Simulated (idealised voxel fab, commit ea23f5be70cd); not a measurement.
This is a process module. Its name is voxel air gaps.
285 nm wide, 5 nm square cells: that's cross-section cut.
The cross-sections in this document take the form of a grid made of square cells. They are written out as bands, in order from top to bottom. Each band consists of one or more rows of cells.
The band entry comprises the height of the band's top followed by the height of its bottom, expressed in nm, and subsequently the band's materials from left to right, each stated together with its width in nm. Where a single material is marked with the word "full width", that material fills the band from edge to edge. The word "empty" represents empty space.
The reference from which all heights are counted is 0, the level beneath which the as-received wafer is entirely one material; the lowest band, having no lower bound, proceeds downward and is written after the example "0 -> down".
Quick explanation for "30 to 40": the width changes in equal steps down the rows of cells, from the first number in the band's top row to the second number in its bottom row.
"remains unaltered" means the step left every cell of the cross-section as it was.
Each empty space that has no open way to the top and spans at least 8 cells appears under "Closed void table" as width x height at distance, the distance counted from the left edge, all in nm.
On a step's line, text after the settings is the simulator commenting on that step.
When a step includes a mask, the "overlay nm" setting on its line states how far to the right of its planned place that mask lay, and negative values state how far to the left.
Note: before/after cross-section pairs follow, one process step per pair, after-side truncated at the lowest changed band, step and settings given beneath. Different runs of this module on the same starting wafer may supply the pairs; a pair continues the one above only where the "State on entry" entry says so.

State on entry
65 -> 55 | 60 of empty / 45 of Ru / 5 of empty / 45 of Ru / 5 of empty / 45 of Ru / 80 of empty
55 -> 20 | 70 of empty / 5 of TiN / 15 of W / 5 of TiN / 25 of empty / 5 of TiN / 15 of W / 5 of TiN / 25 of empty / 5 of TiN / 15 of W / 5 of TiN / 90 of empty
20 -> 15 | 70 of empty / 25 of TiN / 25 of empty / 25 of TiN / 25 of empty / 25 of TiN / 90 of empty
15 -> 10 | SiCN full width
10 -> 0 | SiO2 full width
0 -> down | Si full width
Closed void table: none

Step Result
70 -> 65 | 55 of empty / 155 of SiCN / 75 of empty
65 -> 55 | 55 of empty / 5 of SiCN / 45 of Ru / 5 of SiCN / 45 of Ru / 5 of SiCN / 45 of Ru / 5 of SiCN / 75 of empty
55 -> 50 | 55 of empty / 15 of SiCN / 5 of TiN / 15 of W / 5 of TiN / 25 of SiCN / 5 of TiN / 15 of W / 5 of TiN / 25 of SiCN / 5 of TiN / 15 of W / 5 of TiN / 15 of SiCN / 75 of empty
50 -> 20 | 65 of empty / 5 of SiCN / 5 of TiN / 15 of W / 5 of TiN / 5 of SiCN / 15 of empty / 5 of SiCN / 5 of TiN / 15 of W / 5 of TiN / 5 of SiCN / 15 of empty / 5 of SiCN / 5 of TiN / 15 of W / 5 of TiN / 5 of SiCN / 85 of empty
20 -> 15 | 70 of SiCN / 25 of TiN / 25 of SiCN / 25 of TiN / 25 of SiCN / 25 of TiN / 90 of SiCN
Everything under 15 stays put, no change at all.
Closed void table: 15 x 30 at 100; 15 x 30 at 150
Step between the pre-process and post-process cross-sections given above: CONFORMAL_DEP: material SiCN, thk nm 5

State on entry
60 -> 55 | 85 of TiN / 15 of empty / 35 of TiN / 15 of empty / 35 of TiN / 15 of empty / 85 of TiN
55 -> 20 | 80 of SiO2 / 5 of TiN / 15 of empty / 5 of TiN / 25 of SiO2 / 5 of TiN / 15 of empty / 5 of TiN / 25 of SiO2 / 5 of TiN / 15 of empty / 5 of TiN / 80 of SiO2
20 -> 15 | 80 of SiO2 / 25 of TiN / 25 of SiO2 / 25 of TiN / 25 of SiO2 / 25 of TiN / 80 of SiO2
15 -> 10 | SiCN full width
10 -> 0 | SiO2 full width
0 -> down | Si full width
Closed void table: none

Step Result
70 -> 60 | SiCN full width
60 -> 55 | 85 of TiN / 15 of SiCN / 35 of TiN / 15 of SiCN / 35 of TiN / 15 of SiCN / 85 of TiN
55 -> 20 | 80 of SiO2 / 5 of TiN / 15 of SiCN / 5 of TiN / 25 of SiO2 / 5 of TiN / 15 of SiCN / 5 of TiN / 25 of SiO2 / 5 of TiN / 15 of SiCN / 5 of TiN / 80 of SiO2
Everything under 20 stays put, no change at all.
Closed void table: none
Step between the pre-process and post-process cross-sections given above: FILL_DEP: material SiCN, thk nm 10

State on entry: unchanged from the after cross-section in the pair immediately above; refer to that figure.

Step Result
55 -> 20 | 80 of SiO2 / 5 of TiN / 15 of SiCN / 5 of TiN / 25 of SiO2 / 5 of TiN / 15 of SiCN / 5 of TiN / 25 of SiO2 / 5 of TiN / 15 of SiCN / 5 of TiN / 80 of SiO2
Everything under 20 stays put, no change at all.
Closed void table: none
Step between the pre-process and post-process cross-sections given above: CMP: height nm 55

State on entry: unchanged from the after cross-section in the pair immediately above; refer to that figure.

Step Result
65 -> 55 | 70 of empty / 45 of Ru / 5 of empty / 45 of Ru / 5 of empty / 45 of Ru / 70 of empty
Everything under 55 stays put, no change at all.
Closed void table: none
Step between the pre-process and post-process cross-sections given above: EPI: material Ru, thk nm 10

State on entry: unchanged from the after cross-section in the pair immediately above; refer to that figure.

Step Result
65 -> 55 | 70 of empty / 45 of Ru / 5 of empty / 45 of Ru / 5 of empty / 45 of Ru / 70 of empty
55 -> 20 | 80 of empty / 5 of TiN / 15 of SiCN / 5 of TiN / 25 of empty / 5 of TiN / 15 of SiCN / 5 of TiN / 25 of empty / 5 of TiN / 15 of SiCN / 5 of TiN / 80 of empty
20 -> 15 | 80 of empty / 25 of TiN / 25 of empty / 25 of TiN / 25 of empty / 25 of TiN / 80 of empty
Everything under 15 stays put, no change at all.
Closed void table: none
Step between the pre-process and post-process cross-sections given above: SELECTIVE_ETCH: etch materials SiO2, depth nm 50

State on entry: unchanged from the after cross-section in the pair immediately above; refer to that figure.

Step Result
70 -> 65 | 65 of empty / 155 of SiCN / 65 of empty
65 -> 55 | 65 of empty / 5 of SiCN / 45 of Ru / 5 of SiCN / 45 of Ru / 5 of SiCN / 45 of Ru / 5 of SiCN / 65 of empty
55 -> 50 | 65 of empty / 15 of SiCN / 5 of TiN / 15 of SiCN / 5 of TiN / 25 of SiCN / 5 of TiN / 15 of SiCN / 5 of TiN / 25 of SiCN / 5 of TiN / 15 of SiCN / 5 of TiN / 15 of SiCN / 65 of empty
50 -> 20 | 75 of empty / 5 of SiCN / 5 of TiN / 15 of SiCN / 5 of TiN / 5 of SiCN / 15 of empty / 5 of SiCN / 5 of TiN / 15 of SiCN / 5 of TiN / 5 of SiCN / 15 of empty / 5 of SiCN / 5 of TiN / 15 of SiCN / 5 of TiN / 5 of SiCN / 75 of empty
20 -> 15 | 80 of SiCN / 25 of TiN / 25 of SiCN / 25 of TiN / 25 of SiCN / 25 of TiN / 80 of SiCN
Everything under 15 stays put, no change at all.
Closed void table: 15 x 30 at 110; 15 x 30 at 160
Step between the pre-process and post-process cross-sections given above: CONFORMAL_DEP: material SiCN, thk nm 5

State on entry
55 -> 15 | SiO2 full width
15 -> 10 | SiCN full width
10 -> 0 | SiO2 full width
0 -> down | Si full width
Closed void table: none

Step Result
55 -> 15 | 80 of empty / 25 of SiO2 / 25 of empty / 25 of SiO2 / 25 of empty / 25 of SiO2 / 80 of empty
Everything under 15 stays put, no change at all.
Closed void table: none
Step between the pre-process and post-process cross-sections given above: MASKED_ETCH: tone cover, mask id LINES, width nm 25, pitch nm 50, etch materials SiO2, depth nm 40, overlay nm 0

State on entry: unchanged from the after cross-section in the pair immediately above; refer to that figure.

Step Result
60 -> 55 | 75 of empty / 35 of TiN / 15 of empty / 35 of TiN / 15 of empty / 35 of TiN / 75 of empty
55 -> 20 | 75 of empty / 5 of TiN / 25 of SiO2 / 5 of TiN / 15 of empty / 5 of TiN / 25 of SiO2 / 5 of TiN / 15 of empty / 5 of TiN / 25 of SiO2 / 5 of TiN / 75 of empty
20 -> 15 | 80 of TiN / 25 of SiO2 / 25 of TiN / 25 of SiO2 / 25 of TiN / 25 of SiO2 / 80 of TiN
Everything under 15 stays put, no change at all.
Closed void table: none
Step between the pre-process and post-process cross-sections given above: CONFORMAL_DEP: material TiN, thk nm 5

State on entry: unchanged from the after cross-section in the pair immediately above; refer to that figure.

Step Result
70 -> 60 | W full width
60 -> 55 | 75 of W / 35 of TiN / 15 of W / 35 of TiN / 15 of W / 35 of TiN / 75 of W
55 -> 20 | 75 of W / 5 of TiN / 25 of SiO2 / 5 of TiN / 15 of W / 5 of TiN / 25 of SiO2 / 5 of TiN / 15 of W / 5 of TiN / 25 of SiO2 / 5 of TiN / 75 of W
Everything under 20 stays put, no change at all.
Closed void table: none
Step between the pre-process and post-process cross-sections given above: FILL_DEP: material W, thk nm 10

State on entry: unchanged from the after cross-section in the pair immediately above; refer to that figure.

Step Result
55 -> 20 | 75 of W / 5 of TiN / 25 of SiO2 / 5 of TiN / 15 of W / 5 of TiN / 25 of SiO2 / 5 of TiN / 15 of W / 5 of TiN / 25 of SiO2 / 5 of TiN / 75 of W
Everything under 20 stays put, no change at all.
Closed void table: none
Step between the pre-process and post-process cross-sections given above: CMP: height nm 55

State on entry: unchanged from the after cross-section in the pair immediately above; refer to that figure.

Step Result
65 -> 55 | 90 of Ru / 5 of empty / 45 of Ru / 5 of empty / 45 of Ru / 5 of empty / 90 of Ru
Everything under 55 stays put, no change at all.
Closed void table: none
Step between the pre-process and post-process cross-sections given above: EPI: material Ru, thk nm 10

State on entry: unchanged from the after cross-section in the pair immediately above; refer to that figure.

Step Result
65 -> 55 | 90 of Ru / 5 of empty / 45 of Ru / 5 of empty / 45 of Ru / 5 of empty / 90 of Ru
55 -> 20 | 75 of W / 5 of TiN / 25 of empty / 5 of TiN / 15 of W / 5 of TiN / 25 of empty / 5 of TiN / 15 of W / 5 of TiN / 25 of empty / 5 of TiN / 75 of W
20 -> 15 | 80 of TiN / 25 of empty / 25 of TiN / 25 of empty / 25 of TiN / 25 of empty / 80 of TiN
Everything under 15 stays put, no change at all.
Closed void table: none
Step between the pre-process and post-process cross-sections given above: SELECTIVE_ETCH: etch materials SiO2, depth nm 50

State on entry: unchanged from the after cross-section in the pair immediately above; refer to that figure.

Step Result
70 -> 65 | SiCN full width
65 -> 55 | 90 of Ru / 5 of SiCN / 45 of Ru / 5 of SiCN / 45 of Ru / 5 of SiCN / 90 of Ru
55 -> 50 | 75 of W / 5 of TiN / 25 of SiCN / 5 of TiN / 15 of W / 5 of TiN / 25 of SiCN / 5 of TiN / 15 of W / 5 of TiN / 25 of SiCN / 5 of TiN / 75 of W
50 -> 20 | 75 of W / 5 of TiN / 5 of SiCN / 15 of empty / 5 of SiCN / 5 of TiN / 15 of W / 5 of TiN / 5 of SiCN / 15 of empty / 5 of SiCN / 5 of TiN / 15 of W / 5 of TiN / 5 of SiCN / 15 of empty / 5 of SiCN / 5 of TiN / 75 of W
20 -> 15 | 80 of TiN / 25 of SiCN / 25 of TiN / 25 of SiCN / 25 of TiN / 25 of SiCN / 80 of TiN
Everything under 15 stays put, no change at all.
Closed void table: 15 x 30 at 85; 15 x 30 at 135; 15 x 30 at 185
Step between the pre-process and post-process cross-sections given above: CONFORMAL_DEP: material SiCN, thk nm 5
